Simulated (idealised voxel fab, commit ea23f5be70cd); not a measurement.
process module | voxel ribs on slabs
cross-section cut | 160 nm wide | cells 5 nm
A cross-section is a grid of square cells, given in bands from the top down. A band is one or more rows of cells.
Each band's line starts with the height of the band's top and of its bottom, in nm. Then come its materials from left to right, each with its width in nm. One material with "throughout" fills the band from edge to edge. "air" is empty space.
Height 0 is the level under which the wafer as received is all one material. The lowest band goes on downwards, as in "0 down".
A width such as "30 to 40" changes by the same amount from each row of cells to the next, from the band's top row to its bottom row.
"no change" after a step means that no cell of the cross-section changed.
closed voids: empty space of 8 cells or more with no open way to the top, each as width x height at its distance from the left edge, in nm
after a step's settings: what the simulator itself notes on the step
overlay nm, on a step with a mask: how far to the right of its planned place the mask lay; to the left if negative
plan
1 op RECEIVE | material Si
2 op DIRECTIONAL_DEP | material SiO2 | thk nm 25
3 op DIRECTIONAL_DEP | material SiN | thk nm 20
4 op DIRECTIONAL_DEP | material aC | thk nm 10
5 op PATTERN | tone cover | mask id RIB | material resist | width nm 30 | thk nm 30 | overlay nm 0
6 op DIRECTIONAL_ETCH | etch materials aC | depth nm 10
7 op STRIP | etch materials resist
8 op DIRECTIONAL_ETCH | etch materials SiN | depth nm 10
9 op STRIP | etch materials aC
10 op DIRECTIONAL_DEP | material aC | thk nm 15
11 op PATTERN | tone cover | mask id SLAB | material resist | width nm 90 | thk nm 30 | overlay nm 0
12 op DIRECTIONAL_ETCH | etch materials aC | depth nm 15
13 op STRIP | etch materials resist
14 op DIRECTIONAL_ETCH | etch materials SiN | depth nm 10
15 op STRIP | etch materials aC
16 op FILL_DEP | material SiO2 | thk nm 25
17 op CMP | height nm 65
18 op DIRECTIONAL_DEP | material TiN | thk nm 5
19 op DIRECTIONAL_DEP | material aC | thk nm 15
20 op PATTERN | tone cover | mask id HEATER | material resist | width nm 40 | thk nm 30 | overlay nm 0
21 op DIRECTIONAL_ETCH | etch materials aC | depth nm 15
22 op STRIP | etch materials resist
23 op DIRECTIONAL_ETCH | etch materials TiN | depth nm 5
24 op STRIP | etch materials aC
25 op CONFORMAL_DEP | material SiN | thk nm 5
first wafer, as planned
as received, after step 1
  0 down: Si throughout
  closed voids: none
after step 2
  25 to 0: SiO2 throughout
  below 0: unchanged
after step 3
  45 to 25: SiN throughout
  below 25: unchanged
after step 4
  55 to 45: aC throughout
  below 45: unchanged
after step 5
  85 to 55: air 65 | resist 30 | air 65
  below 55: unchanged
after step 6
  75 to 55: air 65 | resist 30 | air 65
  55 to 45: air 65 | aC 30 | air 65
  below 45: unchanged
after step 7
  55 to 45: air 65 | aC 30 | air 65
  below 45: unchanged
after step 8
  55 to 45: air 65 | aC 30 | air 65
  45 to 35: air 65 | SiN 30 | air 65
  below 35: unchanged
after step 9
  45 to 35: air 65 | SiN 30 | air 65
  below 35: unchanged
after step 10
  60 to 50: air 65 | aC 30 | air 65
  50 to 45: aC throughout
  45 to 35: aC 65 | SiN 30 | aC 65
  below 35: unchanged
after step 11
  90 to 60: air 35 | resist 90 | air 35
  60 to 50: air 35 | resist 30 | aC 30 | resist 30 | air 35
  below 50: unchanged
after step 12
  75 to 60: air 35 | resist 90 | air 35
  60 to 50: air 35 | resist 30 | aC 30 | resist 30 | air 35
  50 to 45: air 35 | aC 90 | air 35
  45 to 35: air 35 | aC 30 | SiN 30 | aC 30 | air 35
  below 35: unchanged
after step 13
  60 to 50: air 65 | aC 30 | air 65
  below 50: unchanged
after step 14
  60 to 50: air 65 | aC 30 | air 65
  50 to 45: air 35 | aC 90 | air 35
  45 to 35: air 35 | aC 30 | SiN 30 | aC 30 | air 35
  35 to 25: air 35 | SiN 90 | air 35
  below 25: unchanged
after step 15
  45 to 35: air 65 | SiN 30 | air 65
  below 35: unchanged
after step 16
  70 to 45: SiO2 throughout
  45 to 35: SiO2 65 | SiN 30 | SiO2 65
  35 to 25: SiO2 35 | SiN 90 | SiO2 35
  below 25: unchanged
after step 17
  65 to 45: SiO2 throughout
  below 45: unchanged
after step 18
  70 to 65: TiN throughout
  below 65: unchanged
after step 19
  85 to 70: aC throughout
  below 70: unchanged
after step 20
  115 to 85: air 60 | resist 40 | air 60
  below 85: unchanged
after step 21
  100 to 85: air 60 | resist 40 | air 60
  85 to 70: air 60 | aC 40 | air 60
  below 70: unchanged
after step 22
  85 to 70: air 60 | aC 40 | air 60
  below 70: unchanged
after step 23
  85 to 70: air 60 | aC 40 | air 60
  70 to 65: air 60 | TiN 40 | air 60
  below 65: unchanged
after step 24
  70 to 65: air 60 | TiN 40 | air 60
  below 65: unchanged
after step 25
  75 to 70: air 55 | SiN 50 | air 55
  70 to 65: SiN 60 | TiN 40 | SiN 60
  below 65: unchanged
second wafer: like start, like plan, one mistake. Through step 1 it matches the first wafer
when step 2 should have ended
  20 to 0: SiN throughout
  below 0: unchanged
when step 3 should have ended
  45 to 20: SiO2 throughout
  below 20: unchanged
when step 4 should have ended
  55 to 45: aC throughout
  below 45: unchanged
when step 5 should have ended
  85 to 55: air 65 | resist 30 | air 65
  below 55: unchanged
when step 6 should have ended
  75 to 55: air 65 | resist 30 | air 65
  55 to 45: air 65 | aC 30 | air 65
  below 45: unchanged
when step 7 should have ended
  55 to 45: air 65 | aC 30 | air 65
  below 45: unchanged
when step 8 should have ended: no change
when step 9 should have ended
  45 to 20: SiO2 throughout
  below 20: unchanged
when step 10 should have ended
  60 to 45: aC throughout
  below 45: unchanged
when step 11 should have ended
  90 to 60: air 35 | resist 90 | air 35
  below 60: unchanged
when step 12 should have ended
  75 to 60: air 35 | resist 90 | air 35
  60 to 45: air 35 | aC 90 | air 35
  below 45: unchanged
when step 13 should have ended
  60 to 45: air 35 | aC 90 | air 35
  below 45: unchanged
when step 14 should have ended: no change
when step 15 should have ended
  45 to 20: SiO2 throughout
  below 20: unchanged
when step 16 should have ended
  70 to 20: SiO2 throughout
  below 20: unchanged
when step 17 should have ended
  65 to 20: SiO2 throughout
  below 20: unchanged
when step 18 should have ended
  70 to 65: TiN throughout
  below 65: unchanged
when step 19 should have ended
  85 to 70: aC throughout
  below 70: unchanged
when step 20 should have ended
  115 to 85: air 60 | resist 40 | air 60
  below 85: unchanged
when step 21 should have ended
  100 to 85: air 60 | resist 40 | air 60
  85 to 70: air 60 | aC 40 | air 60
  below 70: unchanged
when step 22 should have ended
  85 to 70: air 60 | aC 40 | air 60
  below 70: unchanged
when step 23 should have ended
  85 to 70: air 60 | aC 40 | air 60
  70 to 65: air 60 | TiN 40 | air 60
  below 65: unchanged
when step 24 should have ended
  70 to 65: air 60 | TiN 40 | air 60
  below 65: unchanged
when step 25 should have ended
  75 to 70: air 55 | SiN 50 | air 55
  70 to 65: SiN 60 | TiN 40 | SiN 60
  below 65: unchanged
what went wrong: steps 2 and 3 were swapped
at the end the second wafer has, in cells: 80 more of SiN | 80 fewer of SiO2
